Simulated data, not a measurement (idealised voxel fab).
Process module name: voxel released beams
The cross-section on display is named cut; it measures 285 nm wide, and its cells are 5 nm squares.
Cross-section layout: square cells on a grid; listed as bands, top to bottom; a band spans one or more cell rows. Band: top and bottom heights (nm) first, top before bottom; then materials from left to right, widths in nm. "throughout" marks a sole material filling the band edge to edge. "air" denotes empty space. A quick word on heights: they are counted from 0, and under that level the wafer as it came to us is one material throughout. The lowest band is different from the rest in having no bottom; it simply continues downward, written as in "top 0, no bottom". You'd read "30->40" like this: the band's top row of cells is as wide as the first number, its bottom row is as wide as the second, and going down, every row changes width by the same amount as the row before did. The designation "no modifications", where it is given for a processing step, indicates that no cell of the cross-section was altered in the course of that step. The entry titled "Sealed void list" provides the empty spaces that have no open way to the top, restricted to those of 8 cells or more. Each is presented as width x height at distance, the distance being measured from the left edge, with all three in nm. If you see something after the settings on a step's line, that's the simulator's own remark about that step. overlay nm: right-of-plan distance of the mask on a masked step; negative values mean left-of-plan.

PLANNED STEP LIST FOR THE PROCESS
| 1 | RECEIVE with material Si |
| 2 | CONFORMAL_DEP with material SiN, thk nm 5 |
| 3 | DIRECTIONAL_DEP with material SiO2, thk nm 10 |
| 4 | PATTERN with tone open, mask id ANCHOR, material resist, width nm 35, thk nm 15, overlay nm 0 |
| 5 | DIRECTIONAL_ETCH with etch materials SiO2, depth nm 10 |
| 6 | STRIP with etch materials resist |
| 7 | CONFORMAL_DEP with material polySi, thk nm 15 |
| 8 | DIRECTIONAL_DEP with material aC, thk nm 10 |
| 9 | PATTERN with tone cover, mask id BEAM, material resist, width nm 115, thk nm 25, overlay nm 0 |
| 10 | DIRECTIONAL_ETCH with etch materials aC, depth nm 10 |
| 11 | STRIP with etch materials resist |
| 12 | DIRECTIONAL_ETCH with etch materials polySi, depth nm 15 |
| 13 | STRIP with etch materials aC |
| 14 | STRIP with etch materials SiO2 |

CROSS-SECTION OF THE WAFER AS IT CAME TO US, I.E., ALREADY THROUGH STEP 1
  top 0, no bottom = Si throughout
  Sealed void list: none

CROSS-SECTION AT MODULE END, ONE RUN ERROR; START AND PLAN UNCHANGED FROM ABOVE
  top 40, bottom 30 = SiN=100 | air=5 | SiN=180
  top 30, bottom 20 = polySi=100 | SiN=5 | polySi=180
  top 20, bottom 15 = polySi throughout
  top 15, bottom 5 = SiO2=85 | polySi=35 | SiO2=165
  top 5, bottom 0 = SiN throughout
  top 0, no bottom = Si throughout
  Sealed void list: none
Error vs. plan: step 8 off recipe, ran as DIRECTIONAL_DEP with material SiN, thk nm 10
